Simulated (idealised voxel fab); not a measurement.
This section sets out a process module, namely voxel gate over fins.
We display cut, a cross-section 140 nm in width whose square cells are each 5 nm.
Cross-sections here: square-cell grids, written as top-down lists of bands, a band being one or more rows of cells.
A band entry consists of two parts. The first gives the height of the band's top and the height of its bottom, in nm. The rest lists the band's materials from left to right, each with its width in nm. A single material labelled with the word "everywhere" fills the band from edge to edge, and the word "blank" marks empty space.
Height reference: 0 = level under which incoming wafer is all one material. Lowest band: no bottom, runs on downward, e.g. "from 0 down".
Graded width ("30..40"): value in top row of band = first number; value in bottom row = second number; row-to-row change constant.
When a step is marked "remains unaltered", none of the cells in the cross-section changed during that step.
"Fully enclosed voids" means: voids of 8 cells or more that are shut off from the top with no open way through. Written width x height at distance, distance from the left edge, in nm.
Heads up: the bit after the settings on a step's line is the simulator's remark on that step.
On any step carrying a mask, the "overlay nm" setting, if present on the step's line, tells how far right of its planned place the mask lay; negative values point to the left.
Guide to the pairs. Each holds a before and an after cross-section around one process step; the after cross-section is cut off at the lowest band that changed. Look under the pair for the step between them and its settings. Pairs can come from different runs of this module on the same starting wafer, so a pair follows on from the one above it only where its entry headed "Pre-step snapshot" says it does.

Pre-step snapshot
- from 25 to 5  blank 30 nm / resist 20 nm / blank 40 nm / resist 20 nm / blank 30 nm
- from 5 to 0  blank 30 nm / SiN 20 nm / blank 40 nm / SiN 20 nm / blank 30 nm
- from 0 down  Si everywhere
- Fully enclosed voids: none

Resulting Structure
- from 25 to 5  blank 30 nm / resist 20 nm / blank 40 nm / resist 20 nm / blank 30 nm
- from 5 to 0  blank 30 nm / SiN 20 nm / blank 40 nm / SiN 20 nm / blank 30 nm
- from 0 to -40  blank 30 nm / Si 20 nm / blank 40 nm / Si 20 nm / blank 30 nm
- Whatever lies below -40 is exactly as it was before.
- Fully enclosed voids: none
the step between: op DIRECTIONAL_ETCH | etch materials Si | depth nm 40

Pre-step snapshot: just use the after drawing of the pair above as your starting point.

Resulting Structure
- from 5 to 0  blank 30 nm / SiN 20 nm / blank 40 nm / SiN 20 nm / blank 30 nm
- Whatever lies below 0 is exactly as it was before.
- Fully enclosed voids: none
the step between: op STRIP | etch materials resist

Pre-step snapshot: just use the after drawing of the pair above as your starting point.

Resulting Structure
- from 5 to 0  blank 30 nm / SiN 20 nm / blank 40 nm / SiN 20 nm / blank 30 nm
- from 0 to -40  blank 30 nm / SiO2 5 nm / Si 10 nm / SiO2 5 nm / blank 40 nm / SiO2 5 nm / Si 10 nm / SiO2 5 nm / blank 30 nm
- from -40 to -45  SiO2 35 nm / Si 10 nm / SiO2 50 nm / Si 10 nm / SiO2 35 nm
- Whatever lies below -45 is exactly as it was before.
- Fully enclosed voids: none
the step between: op OXIDIZE | depth nm 5

Pre-step snapshot: just use the after drawing of the pair above as your starting point.

Resulting Structure
- from 20 to 5  SiO2 everywhere
- from 5 to 0  SiO2 30 nm / SiN 20 nm / SiO2 40 nm / SiN 20 nm / SiO2 30 nm
- from 0 to -45  SiO2 35 nm / Si 10 nm / SiO2 50 nm / Si 10 nm / SiO2 35 nm
- Whatever lies below -45 is exactly as it was before.
- Fully enclosed voids: none
the step between: op FILL_DEP | material SiO2 | thk nm 15

Pre-step snapshot: just use the after drawing of the pair above as your starting point.

Resulting Structure
- from 5 to 0  SiO2 30 nm / SiN 20 nm / SiO2 40 nm / SiN 20 nm / SiO2 30 nm
- Whatever lies below 0 is exactly as it was before.
- Fully enclosed voids: none
the step between: op CMP | height nm 5

Pre-step snapshot: just use the after drawing of the pair above as your starting point.

Resulting Structure
- from 20 to 5  resist 60 nm / blank 15 nm / resist 65 nm
- Whatever lies below 5 is exactly as it was before.
- Fully enclosed voids: none
the step between: op PATTERN | tone open | mask id RAIL | material resist | width nm 15 | thk nm 15 | overlay nm 0

Pre-step snapshot: just use the after drawing of the pair above as your starting point.

Resulting Structure
- from 20 to 5  resist 60 nm / blank 15 nm / resist 65 nm
- from 5 to 0  SiO2 30 nm / SiN 20 nm / SiO2 10 nm / blank 15 nm / SiO2 15 nm / SiN 20 nm / SiO2 30 nm
- from 0 to -35  SiO2 35 nm / Si 10 nm / SiO2 15 nm / blank 15 nm / SiO2 20 nm / Si 10 nm / SiO2 35 nm
- Whatever lies below -35 is exactly as it was before.
- Fully enclosed voids: none
the step between: op DIRECTIONAL_ETCH | etch materials SiO2 | depth nm 40

Pre-step snapshot: just use the after drawing of the pair above as your starting point.

Resulting Structure
- from 5 to 0  SiO2 30 nm / SiN 20 nm / SiO2 10 nm / blank 15 nm / SiO2 15 nm / SiN 20 nm / SiO2 30 nm
- Whatever lies below 0 is exactly as it was before.
- Fully enclosed voids: none
the step between: op STRIP | etch materials resist

Pre-step snapshot: just use the after drawing of the pair above as your starting point.

Resulting Structure
- from 10 to 5  TiN 65 nm / blank 5 nm / TiN 70 nm
- from 5 to 0  SiO2 30 nm / SiN 20 nm / SiO2 10 nm / TiN 5 nm / blank 5 nm / TiN 5 nm / SiO2 15 nm / SiN 20 nm / SiO2 30 nm
- from 0 to -30  SiO2 35 nm / Si 10 nm / SiO2 15 nm / TiN 5 nm / blank 5 nm / TiN 5 nm / SiO2 20 nm / Si 10 nm / SiO2 35 nm
- from -30 to -35  SiO2 35 nm / Si 10 nm / SiO2 15 nm / TiN 15 nm / SiO2 20 nm / Si 10 nm / SiO2 35 nm
- Whatever lies below -35 is exactly as it was before.
- Fully enclosed voids: none
the step between: op CONFORMAL_DEP | material TiN | thk nm 5

Pre-step snapshot: just use the after drawing of the pair above as your starting point.

Resulting Structure
- from 20 to 10  W everywhere
- from 10 to 5  TiN 65 nm / W 5 nm / TiN 70 nm
- from 5 to 0  SiO2 30 nm / SiN 20 nm / SiO2 10 nm / TiN 5 nm / W 5 nm / TiN 5 nm / SiO2 15 nm / SiN 20 nm / SiO2 30 nm
- from 0 to -30  SiO2 35 nm / Si 10 nm / SiO2 15 nm / TiN 5 nm / W 5 nm / TiN 5 nm / SiO2 20 nm / Si 10 nm / SiO2 35 nm
- Whatever lies below -30 is exactly as it was before.
- Fully enclosed voids: none
the step between: op FILL_DEP | material W | thk nm 10

Pre-step snapshot: just use the after drawing of the pair above as your starting point.

Resulting Structure
- from 5 to 0  SiO2 30 nm / SiN 20 nm / SiO2 10 nm / TiN 5 nm / W 5 nm / TiN 5 nm / SiO2 15 nm / SiN 20 nm / SiO2 30 nm
- Whatever lies below 0 is exactly as it was before.
- Fully enclosed voids: none
the step between: op CMP | height nm 5

Pre-step snapshot: just use the after drawing of the pair above as your starting point.

Resulting Structure
- from 5 to 0  SiO2 30 nm / SiN 20 nm / SiO2 10 nm / blank 15 nm / SiO2 15 nm / SiN 20 nm / SiO2 30 nm
- from 0 to -15  SiO2 35 nm / Si 10 nm / SiO2 15 nm / blank 15 nm / SiO2 20 nm / Si 10 nm / SiO2 35 nm
- Whatever lies below -15 is exactly as it was before.
- Fully enclosed voids: none
the step between: op SELECTIVE_ETCH | etch materials W Ru TiN | depth nm 20

Pre-step snapshot: just use the after drawing of the pair above as your starting point.

Resulting Structure
- from 10 to 5  SiO2 everywhere
- from 5 to 0  SiO2 30 nm / SiN 20 nm / SiO2 40 nm / SiN 20 nm / SiO2 30 nm
- from 0 to -15  SiO2 35 nm / Si 10 nm / SiO2 50 nm / Si 10 nm / SiO2 35 nm
- Whatever lies below -15 is exactly as it was before.
- Fully enclosed voids: none
the step between: op FILL_DEP | material SiO2 | thk nm 5

Pre-step snapshot: just use the after drawing of the pair above as your starting point.

Resulting Structure
- from 5 to 0  SiO2 30 nm / SiN 20 nm / SiO2 40 nm / SiN 20 nm / SiO2 30 nm
- Whatever lies below 0 is exactly as it was before.
- Fully enclosed voids: none
the step between: op CMP | height nm 5

Pre-step snapshot: just use the after drawing of the pair above as your starting point.

Resulting Structure
- from 5 to 0  blank 30 nm / SiN 20 nm / blank 40 nm / SiN 20 nm / blank 30 nm
- from 0 to -10  blank 35 nm / Si 10 nm / blank 50 nm / Si 10 nm / blank 35 nm
- Whatever lies below -10 is exactly as it was before.
- Fully enclosed voids: none
the step between: op SELECTIVE_ETCH | etch materials SiO2 | depth nm 15

Pre-step snapshot: just use the after drawing of the pair above as your starting point.

Resulting Structure
- from 0 to -10  blank 35 nm / Si 10 nm / blank 50 nm / Si 10 nm / blank 35 nm
- Whatever lies below -10 is exactly as it was before.
- Fully enclosed voids: none
the step between: op STRIP | etch materials SiN

Pre-step snapshot: just use the after drawing of the pair above as your starting point.

Resulting Structure
- from 5 to 0  blank 30 nm / HfO2 20 nm / blank 40 nm / HfO2 20 nm / blank 30 nm
- from 0 to -5  blank 30 nm / HfO2 5 nm / Si 10 nm / HfO2 5 nm / blank 40 nm / HfO2 5 nm / Si 10 nm / HfO2 5 nm / blank 30 nm
- from -5 to -10  HfO2 35 nm / Si 10 nm / HfO2 50 nm / Si 10 nm / HfO2 35 nm
- Whatever lies below -10 is exactly as it was before.
- Fully enclosed voids: none
the step between: op CONFORMAL_DEP | material HfO2 | thk nm 5

Pre-step snapshot: just use the after drawing of the pair above as your starting point.

Resulting Structure
- from 10 to 5  blank 25 nm / TiN 30 nm / blank 30 nm / TiN 30 nm / blank 25 nm
- from 5 to 0  blank 25 nm / TiN 5 nm / HfO2 20 nm / TiN 5 nm / blank 30 nm / TiN 5 nm / HfO2 20 nm / TiN 5 nm / blank 25 nm
- from 0 to -5  TiN 30 nm / HfO2 5 nm / Si 10 nm / HfO2 5 nm / TiN 40 nm / HfO2 5 nm / Si 10 nm / HfO2 5 nm / TiN 30 nm
- Whatever lies below -5 is exactly as it was before.
- Fully enclosed voids: none
the step between: op CONFORMAL_DEP | material TiN | thk nm 5

Pre-step snapshot: just use the after drawing of the pair above as your starting point.

Resulting Structure
- from 15 to 10  blank 20 nm / TiAl 40 nm / blank 20 nm / TiAl 40 nm / blank 20 nm
- from 10 to 5  blank 20 nm / TiAl 5 nm / TiN 30 nm / TiAl 5 nm / blank 20 nm / TiAl 5 nm / TiN 30 nm / TiAl 5 nm / blank 20 nm
- from 5 to 0  TiAl 25 nm / TiN 5 nm / HfO2 20 nm / TiN 5 nm / TiAl 30 nm / TiN 5 nm / HfO2 20 nm / TiN 5 nm / TiAl 25 nm
- Whatever lies below 0 is exactly as it was before.
- Fully enclosed voids: none
the step between: op CONFORMAL_DEP | material TiAl | thk nm 5

Pre-step snapshot: just use the after drawing of the pair above as your starting point.

Resulting Structure
- from 20 to 15  blank 15 nm / TiN 50 nm / blank 10 nm / TiN 50 nm / blank 15 nm
- from 15 to 10  blank 15 nm / TiN 5 nm / TiAl 40 nm / TiN 5 nm / blank 10 nm / TiN 5 nm / TiAl 40 nm / TiN 5 nm / blank 15 nm
- from 10 to 5  TiN 20 nm / TiAl 5 nm / TiN 30 nm / TiAl 5 nm / TiN 20 nm / TiAl 5 nm / TiN 30 nm / TiAl 5 nm / TiN 20 nm
- Whatever lies below 5 is exactly as it was before.
- Fully enclosed voids: none
the step between: op CONFORMAL_DEP | material TiN | thk nm 5

Pre-step snapshot: just use the after drawing of the pair above as your starting point.

Resulting Structure
- from 30 to 20  W everywhere
- from 20 to 15  W 15 nm / TiN 50 nm / W 10 nm / TiN 50 nm / W 15 nm
- from 15 to 10  W 15 nm / TiN 5 nm / TiAl 40 nm / TiN 5 nm / W 10 nm / TiN 5 nm / TiAl 40 nm / TiN 5 nm / W 15 nm
- Whatever lies below 10 is exactly as it was before.
- Fully enclosed voids: none
the step between: op FILL_DEP | material W | thk nm 10

Pre-step snapshot: just use the after drawing of the pair above as your starting point.

Resulting Structure
- from 25 to 20  W everywhere
- Whatever lies below 20 is exactly as it was before.
- Fully enclosed voids: none
the step between: op CMP | height nm 25

Pre-step snapshot: just use the after drawing of the pair above as your starting point.

Resulting Structure
- from 35 to 25  SiCN everywhere
- Whatever lies below 25 is exactly as it was before.
- Fully enclosed voids: none
the step between: op CONFORMAL_DEP | material SiCN | thk nm 10

Pre-step snapshot
- from 5 to 0  SiN everywhere
- from 0 down  Si everywhere
- Fully enclosed voids: none

Resulting Structure
- from 25 to 5  blank 35 nm / resist 15 nm / blank 45 nm / resist 15 nm / blank 30 nm
- Whatever lies below 5 is exactly as it was before.
- Fully enclosed voids: none
the step between: op PATTERN | tone cover | mask id FINS | material resist | width nm 15 | pitch nm 60 | thk nm 20 | overlay nm 5

Pre-step snapshot: just use the after drawing of the pair above as your starting point.

Resulting Structure
- from 25 to 5  blank 35 nm / resist 15 nm / blank 45 nm / resist 15 nm / blank 30 nm
- from 5 to 0  blank 35 nm / SiN 15 nm / blank 45 nm / SiN 15 nm / blank 30 nm
- Whatever lies below 0 is exactly as it was before.
- Fully enclosed voids: none
the step between: op DIRECTIONAL_ETCH | etch materials SiN | depth nm 5

Pre-step snapshot: just use the after drawing of the pair above as your starting point.

Resulting Structure
- from 25 to 5  blank 35 nm / resist 15 nm / blank 45 nm / resist 15 nm / blank 30 nm
- from 5 to 0  blank 35 nm / SiN 15 nm / blank 45 nm / SiN 15 nm / blank 30 nm
- from 0 to -40  blank 35 nm / Si 15 nm / blank 45 nm / Si 15 nm / blank 30 nm
- Whatever lies below -40 is exactly as it was before.
- Fully enclosed voids: none
the step between: op DIRECTIONAL_ETCH | etch materials Si | depth nm 40

Pre-step snapshot: just use the after drawing of the pair above as your starting point.

Resulting Structure
- from 5 to 0  blank 35 nm / SiN 15 nm / blank 45 nm / SiN 15 nm / blank 30 nm
- Whatever lies below 0 is exactly as it was before.
- Fully enclosed voids: none
the step between: op STRIP | etch materials resist

Pre-step snapshot: just use the after drawing of the pair above as your starting point.

Resulting Structure
- from 5 to 0  blank 35 nm / SiN 15 nm / blank 45 nm / SiN 15 nm / blank 30 nm
- from 0 to -40  blank 35 nm / SiO2 5 nm / Si 5 nm / SiO2 5 nm / blank 45 nm / SiO2 5 nm / Si 5 nm / SiO2 5 nm / blank 30 nm
- from -40 to -45  SiO2 40 nm / Si 5 nm / SiO2 55 nm / Si 5 nm / SiO2 35 nm
- Whatever lies below -45 is exactly as it was before.
- Fully enclosed voids: none
the step between: op OXIDIZE | depth nm 5

Pre-step snapshot: just use the after drawing of the pair above as your starting point.

Resulting Structure
- from 20 to 5  SiO2 everywhere
- from 5 to 0  SiO2 35 nm / SiN 15 nm / SiO2 45 nm / SiN 15 nm / SiO2 30 nm
- from 0 to -45  SiO2 40 nm / Si 5 nm / SiO2 55 nm / Si 5 nm / SiO2 35 nm
- Whatever lies below -45 is exactly as it was before.
- Fully enclosed voids: none
the step between: op FILL_DEP | material SiO2 | thk nm 15

Pre-step snapshot: just use the after drawing of the pair above as your starting point.

Resulting Structure
- from 5 to 0  SiO2 35 nm / SiN 15 nm / SiO2 45 nm / SiN 15 nm / SiO2 30 nm
- Whatever lies below 0 is exactly as it was before.
- Fully enclosed voids: none
the step between: op CMP | height nm 5

Pre-step snapshot: just use the after drawing of the pair above as your starting point.

Resulting Structure
- from 20 to 5  resist 60 nm / blank 15 nm / resist 65 nm
- Whatever lies below 5 is exactly as it was before.
- Fully enclosed voids: none
the step between: op PATTERN | tone open | mask id RAIL | material resist | width nm 15 | thk nm 15 | overlay nm 0

Pre-step snapshot: just use the after drawing of the pair above as your starting point.

Resulting Structure
- from 20 to 5  resist 60 nm / blank 15 nm / resist 65 nm
- from 5 to 0  SiO2 35 nm / SiN 15 nm / SiO2 10 nm / blank 15 nm / SiO2 20 nm / SiN 15 nm / SiO2 30 nm
- from 0 to -35  SiO2 40 nm / Si 5 nm / SiO2 15 nm / blank 15 nm / SiO2 25 nm / Si 5 nm / SiO2 35 nm
- Whatever lies below -35 is exactly as it was before.
- Fully enclosed voids: none
the step between: op DIRECTIONAL_ETCH | etch materials SiO2 | depth nm 40

Pre-step snapshot: just use the after drawing of the pair above as your starting point.

Resulting Structure
- from 5 to 0  SiO2 35 nm / SiN 15 nm / SiO2 10 nm / blank 15 nm / SiO2 20 nm / SiN 15 nm / SiO2 30 nm
- Whatever lies below 0 is exactly as it was before.
- Fully enclosed voids: none
the step between: op STRIP | etch materials resist

Pre-step snapshot: just use the after drawing of the pair above as your starting point.

Resulting Structure
- from 10 to 5  TiN 65 nm / blank 5 nm / TiN 70 nm
- from 5 to 0  SiO2 35 nm / SiN 15 nm / SiO2 10 nm / TiN 5 nm / blank 5 nm / TiN 5 nm / SiO2 20 nm / SiN 15 nm / SiO2 30 nm
- from 0 to -30  SiO2 40 nm / Si 5 nm / SiO2 15 nm / TiN 5 nm / blank 5 nm / TiN 5 nm / SiO2 25 nm / Si 5 nm / SiO2 35 nm
- from -30 to -35  SiO2 40 nm / Si 5 nm / SiO2 15 nm / TiN 15 nm / SiO2 25 nm / Si 5 nm / SiO2 35 nm
- Whatever lies below -35 is exactly as it was before.
- Fully enclosed voids: none
the step between: op CONFORMAL_DEP | material TiN | thk nm 5

Pre-step snapshot: just use the after drawing of the pair above as your starting point.

Resulting Structure
- from 20 to 10  W everywhere
- from 10 to 5  TiN 65 nm / W 5 nm / TiN 70 nm
- from 5 to 0  SiO2 35 nm / SiN 15 nm / SiO2 10 nm / TiN 5 nm / W 5 nm / TiN 5 nm / SiO2 20 nm / SiN 15 nm / SiO2 30 nm
- from 0 to -30  SiO2 40 nm / Si 5 nm / SiO2 15 nm / TiN 5 nm / W 5 nm / TiN 5 nm / SiO2 25 nm / Si 5 nm / SiO2 35 nm
- Whatever lies below -30 is exactly as it was before.
- Fully enclosed voids: none
the step between: op FILL_DEP | material W | thk nm 10

Pre-step snapshot: just use the after drawing of the pair above as your starting point.

Resulting Structure
- from 5 to 0  SiO2 35 nm / SiN 15 nm / SiO2 10 nm / TiN 5 nm / W 5 nm / TiN 5 nm / SiO2 20 nm / SiN 15 nm / SiO2 30 nm
- Whatever lies below 0 is exactly as it was before.
- Fully enclosed voids: none
the step between: op CMP | height nm 5

Pre-step snapshot: just use the after drawing of the pair above as your starting point.

Resulting Structure
- from 5 to 0  SiO2 35 nm / SiN 15 nm / SiO2 10 nm / blank 15 nm / SiO2 20 nm / SiN 15 nm / SiO2 30 nm
- from 0 to -15  SiO2 40 nm / Si 5 nm / SiO2 15 nm / blank 15 nm / SiO2 25 nm / Si 5 nm / SiO2 35 nm
- Whatever lies below -15 is exactly as it was before.
- Fully enclosed voids: none
the step between: op SELECTIVE_ETCH | etch materials W Ru TiN | depth nm 20

Pre-step snapshot: just use the after drawing of the pair above as your starting point.

Resulting Structure
- from 10 to 5  SiO2 everywhere
- from 5 to 0  SiO2 35 nm / SiN 15 nm / SiO2 45 nm / SiN 15 nm / SiO2 30 nm
- from 0 to -15  SiO2 40 nm / Si 5 nm / SiO2 55 nm / Si 5 nm / SiO2 35 nm
- Whatever lies below -15 is exactly as it was before.
- Fully enclosed voids: none
the step between: op FILL_DEP | material SiO2 | thk nm 5

Pre-step snapshot: just use the after drawing of the pair above as your starting point.

Resulting Structure
- from 5 to 0  SiO2 35 nm / SiN 15 nm / SiO2 45 nm / SiN 15 nm / SiO2 30 nm
- Whatever lies below 0 is exactly as it was before.
- Fully enclosed voids: none
the step between: op CMP | height nm 5

Pre-step snapshot: just use the after drawing of the pair above as your starting point.

Resulting Structure
- from 5 to 0  blank 35 nm / SiN 15 nm / blank 45 nm / SiN 15 nm / blank 30 nm
- from 0 to -10  blank 40 nm / Si 5 nm / blank 55 nm / Si 5 nm / blank 35 nm
- Whatever lies below -10 is exactly as it was before.
- Fully enclosed voids: none
the step between: op SELECTIVE_ETCH | etch materials SiO2 | depth nm 15

Pre-step snapshot: just use the after drawing of the pair above as your starting point.

Resulting Structure
- from 0 to -10  blank 40 nm / Si 5 nm / blank 55 nm / Si 5 nm / blank 35 nm
- Whatever lies below -10 is exactly as it was before.
- Fully enclosed voids: none
the step between: op STRIP | etch materials SiN

Pre-step snapshot: just use the after drawing of the pair above as your starting point.

Resulting Structure
- from 5 to 0  blank 35 nm / HfO2 15 nm / blank 45 nm / HfO2 15 nm / blank 30 nm
- from 0 to -5  blank 35 nm / HfO2 5 nm / Si 5 nm / HfO2 5 nm / blank 45 nm / HfO2 5 nm / Si 5 nm / HfO2 5 nm / blank 30 nm
- from -5 to -10  HfO2 40 nm / Si 5 nm / HfO2 55 nm / Si 5 nm / HfO2 35 nm
- Whatever lies below -10 is exactly as it was before.
- Fully enclosed voids: none
the step between: op CONFORMAL_DEP | material HfO2 | thk nm 5

Pre-step snapshot: just use the after drawing of the pair above as your starting point.

Resulting Structure
- from 10 to 5  blank 30 nm / TiN 25 nm / blank 35 nm / TiN 25 nm / blank 25 nm
- from 5 to 0  blank 30 nm / TiN 5 nm / HfO2 15 nm / TiN 5 nm / blank 35 nm / TiN 5 nm / HfO2 15 nm / TiN 5 nm / blank 25 nm
- from 0 to -5  TiN 35 nm / HfO2 5 nm / Si 5 nm / HfO2 5 nm / TiN 45 nm / HfO2 5 nm / Si 5 nm / HfO2 5 nm / TiN 30 nm
- Whatever lies below -5 is exactly as it was before.
- Fully enclosed voids: none
the step between: op CONFORMAL_DEP | material TiN | thk nm 5

Pre-step snapshot: just use the after drawing of the pair above as your starting point.

Resulting Structure
- from 15 to 10  blank 25 nm / TiAl 35 nm / blank 25 nm / TiAl 35 nm / blank 20 nm
- from 10 to 5  blank 25 nm / TiAl 5 nm / TiN 25 nm / TiAl 5 nm / blank 25 nm / TiAl 5 nm / TiN 25 nm / TiAl 5 nm / blank 20 nm
- from 5 to 0  TiAl 30 nm / TiN 5 nm / HfO2 15 nm / TiN 5 nm / TiAl 35 nm / TiN 5 nm / HfO2 15 nm / TiN 5 nm / TiAl 25 nm
- Whatever lies below 0 is exactly as it was before.
- Fully enclosed voids: none
the step between: op CONFORMAL_DEP | material TiAl | thk nm 5

Pre-step snapshot: just use the after drawing of the pair above as your starting point.

Resulting Structure
- from 20 to 15  blank 20 nm / TiN 45 nm / blank 15 nm / TiN 45 nm / blank 15 nm
- from 15 to 10  blank 20 nm / TiN 5 nm / TiAl 35 nm / TiN 5 nm / blank 15 nm / TiN 5 nm / TiAl 35 nm / TiN 5 nm / blank 15 nm
- from 10 to 5  TiN 25 nm / TiAl 5 nm / TiN 25 nm / TiAl 5 nm / TiN 25 nm / TiAl 5 nm / TiN 25 nm / TiAl 5 nm / TiN 20 nm
- Whatever lies below 5 is exactly as it was before.
- Fully enclosed voids: none
the step between: op CONFORMAL_DEP | material TiN | thk nm 5

Pre-step snapshot: just use the after drawing of the pair above as your starting point.

Resulting Structure
- from 30 to 20  W everywhere
- from 20 to 15  W 20 nm / TiN 45 nm / W 15 nm / TiN 45 nm / W 15 nm
- from 15 to 10  W 20 nm / TiN 5 nm / TiAl 35 nm / TiN 5 nm / W 15 nm / TiN 5 nm / TiAl 35 nm / TiN 5 nm / W 15 nm
- Whatever lies below 10 is exactly as it was before.
- Fully enclosed voids: none
the step between: op FILL_DEP | material W | thk nm 10

Pre-step snapshot: just use the after drawing of the pair above as your starting point.

Resulting Structure
- from 25 to 20  W everywhere
- Whatever lies below 20 is exactly as it was before.
- Fully enclosed voids: none
the step between: op CMP | height nm 25

Pre-step snapshot: just use the after drawing of the pair above as your starting point.

Resulting Structure
- from 35 to 25  SiCN everywhere
- Whatever lies below 25 is exactly as it was before.
- Fully enclosed voids: none
the step between: op CONFORMAL_DEP | material SiCN | thk nm 10

Pre-step snapshot
- from 5 to 0  SiO2 30 nm / SiN 15 nm / SiO2 15 nm / blank 15 nm / SiO2 15 nm / SiN 15 nm / SiO2 35 nm
- from 0 to -15  SiO2 35 nm / Si 5 nm / SiO2 20 nm / blank 15 nm / SiO2 20 nm / Si 5 nm / SiO2 40 nm
- from -15 to -30  SiO2 35 nm / Si 5 nm / SiO2 20 nm / TiN 5 nm / W 5 nm / TiN 5 nm / SiO2 20 nm / Si 5 nm / SiO2 40 nm
- from -30 to -35  SiO2 35 nm / Si 5 nm / SiO2 20 nm / TiN 15 nm / SiO2 20 nm / Si 5 nm / SiO2 40 nm
- from -35 to -45  SiO2 35 nm / Si 5 nm / SiO2 55 nm / Si 5 nm / SiO2 40 nm
- from -45 down  Si everywhere
- Fully enclosed voids: none

Resulting Structure
- from 10 to 5  SiN everywhere
- from 5 to 0  SiO2 30 nm / SiN 15 nm / SiO2 15 nm / SiN 15 nm / SiO2 15 nm / SiN 15 nm / SiO2 35 nm
- from 0 to -15  SiO2 35 nm / Si 5 nm / SiO2 20 nm / SiN 15 nm / SiO2 20 nm / Si 5 nm / SiO2 40 nm
- Whatever lies below -15 is exactly as it was before.
- Fully enclosed voids: none
the step between: op FILL_DEP | material SiN | thk nm 5

Pre-step snapshot: just use the after drawing of the pair above as your starting point.

Resulting Structure
- from 5 to 0  SiO2 30 nm / SiN 15 nm / SiO2 15 nm / SiN 15 nm / SiO2 15 nm / SiN 15 nm / SiO2 35 nm
- Whatever lies below 0 is exactly as it was before.
- Fully enclosed voids: none
the step between: op CMP | height nm 5

Pre-step snapshot: just use the after drawing of the pair above as your starting point.

Resulting Structure
- from 5 to 0  blank 30 nm / SiN 15 nm / blank 15 nm / SiN 15 nm / blank 15 nm / SiN 15 nm / blank 35 nm
- from 0 to -10  blank 35 nm / Si 5 nm / blank 20 nm / SiN 15 nm / blank 20 nm / Si 5 nm / blank 40 nm
- Whatever lies below -10 is exactly as it was before.
- Fully enclosed voids: none
the step between: op SELECTIVE_ETCH | etch materials SiO2 | depth nm 15

Pre-step snapshot: just use the after drawing of the pair above as your starting point.

Resulting Structure
- from 0 to -10  blank 35 nm / Si 5 nm / blank 55 nm / Si 5 nm / blank 40 nm
- from -10 to -15  SiO2 35 nm / Si 5 nm / SiO2 20 nm / blank 15 nm / SiO2 20 nm / Si 5 nm / SiO2 40 nm
- Whatever lies below -15 is exactly as it was before.
- Fully enclosed voids: none
the step between: op STRIP | etch materials SiN

Pre-step snapshot: just use the after drawing of the pair above as your starting point.

Resulting Structure
- from 5 to 0  blank 30 nm / HfO2 15 nm / blank 45 nm / HfO2 15 nm / blank 35 nm
- from 0 to -5  blank 30 nm / HfO2 5 nm / Si 5 nm / HfO2 5 nm / blank 45 nm / HfO2 5 nm / Si 5 nm / HfO2 5 nm / blank 35 nm
- from -5 to -10  HfO2 35 nm / Si 5 nm / HfO2 25 nm / blank 5 nm / HfO2 25 nm / Si 5 nm / HfO2 40 nm
- from -10 to -15  SiO2 35 nm / Si 5 nm / SiO2 20 nm / HfO2 15 nm / SiO2 20 nm / Si 5 nm / SiO2 40 nm
- Whatever lies below -15 is exactly as it was before.
- Fully enclosed voids: none
the step between: op CONFORMAL_DEP | material HfO2 | thk nm 5

Pre-step snapshot: just use the after drawing of the pair above as your starting point.

Resulting Structure
- from 10 to 5  blank 25 nm / TiN 25 nm / blank 35 nm / TiN 25 nm / blank 30 nm
- from 5 to 0  blank 25 nm / TiN 5 nm / HfO2 15 nm / TiN 5 nm / blank 35 nm / TiN 5 nm / HfO2 15 nm / TiN 5 nm / blank 30 nm
- from 0 to -5  TiN 30 nm / HfO2 5 nm / Si 5 nm / HfO2 5 nm / TiN 45 nm / HfO2 5 nm / Si 5 nm / HfO2 5 nm / TiN 35 nm
- from -5 to -10  HfO2 35 nm / Si 5 nm / HfO2 25 nm / TiN 5 nm / HfO2 25 nm / Si 5 nm / HfO2 40 nm
- Whatever lies below -10 is exactly as it was before.
- Fully enclosed voids: none
the step between: op CONFORMAL_DEP | material TiN | thk nm 5

Pre-step snapshot: just use the after drawing of the pair above as your starting point.

Resulting Structure
- from 15 to 10  blank 20 nm / TiAl 35 nm / blank 25 nm / TiAl 35 nm / blank 25 nm
- from 10 to 5  blank 20 nm / TiAl 5 nm / TiN 25 nm / TiAl 5 nm / blank 25 nm / TiAl 5 nm / TiN 25 nm / TiAl 5 nm / blank 25 nm
- from 5 to 0  TiAl 25 nm / TiN 5 nm / HfO2 15 nm / TiN 5 nm / TiAl 35 nm / TiN 5 nm / HfO2 15 nm / TiN 5 nm / TiAl 30 nm
- Whatever lies below 0 is exactly as it was before.
- Fully enclosed voids: none
the step between: op CONFORMAL_DEP | material TiAl | thk nm 5

Pre-step snapshot: just use the after drawing of the pair above as your starting point.

Resulting Structure
- from 20 to 15  blank 15 nm / TiN 45 nm / blank 15 nm / TiN 45 nm / blank 20 nm
- from 15 to 10  blank 15 nm / TiN 5 nm / TiAl 35 nm / TiN 5 nm / blank 15 nm / TiN 5 nm / TiAl 35 nm / TiN 5 nm / blank 20 nm
- from 10 to 5  TiN 20 nm / TiAl 5 nm / TiN 25 nm / TiAl 5 nm / TiN 25 nm / TiAl 5 nm / TiN 25 nm / TiAl 5 nm / TiN 25 nm
- Whatever lies below 5 is exactly as it was before.
- Fully enclosed voids: none
the step between: op CONFORMAL_DEP | material TiN | thk nm 5

Pre-step snapshot: just use the after drawing of the pair above as your starting point.

Resulting Structure
- from 30 to 20  W everywhere
- from 20 to 15  W 15 nm / TiN 45 nm / W 15 nm / TiN 45 nm / W 20 nm
- from 15 to 10  W 15 nm / TiN 5 nm / TiAl 35 nm / TiN 5 nm / W 15 nm / TiN 5 nm / TiAl 35 nm / TiN 5 nm / W 20 nm
- Whatever lies below 10 is exactly as it was before.
- Fully enclosed voids: none
the step between: op FILL_DEP | material W | thk nm 10

Pre-step snapshot: just use the after drawing of the pair above as your starting point.

Resulting Structure
- from 25 to 20  W everywhere
- Whatever lies below 20 is exactly as it was before.
- Fully enclosed voids: none
the step between: op CMP | height nm 25

Pre-step snapshot: just use the after drawing of the pair above as your starting point.

Resulting Structure
- from 35 to 25  SiCN everywhere
- Whatever lies below 25 is exactly as it was before.
- Fully enclosed voids: none
the step between: op CONFORMAL_DEP | material SiCN | thk nm 10

Pre-step snapshot
- from 5 to 0  SiO2 30 nm / SiN 15 nm / SiO2 45 nm / SiN 15 nm / SiO2 35 nm
- from 0 to -45  SiO2 35 nm / Si 5 nm / SiO2 55 nm / Si 5 nm / SiO2 40 nm
- from -45 down  Si everywhere
- Fully enclosed voids: none

Resulting Structure
- from 20 to 5  blank 60 nm / resist 15 nm / blank 65 nm
- Whatever lies below 5 is exactly as it was before.
- Fully enclosed voids: none
the step between: op PATTERN | tone cover | mask id RAIL | material resist | width nm 15 | thk nm 15 | overlay nm 0
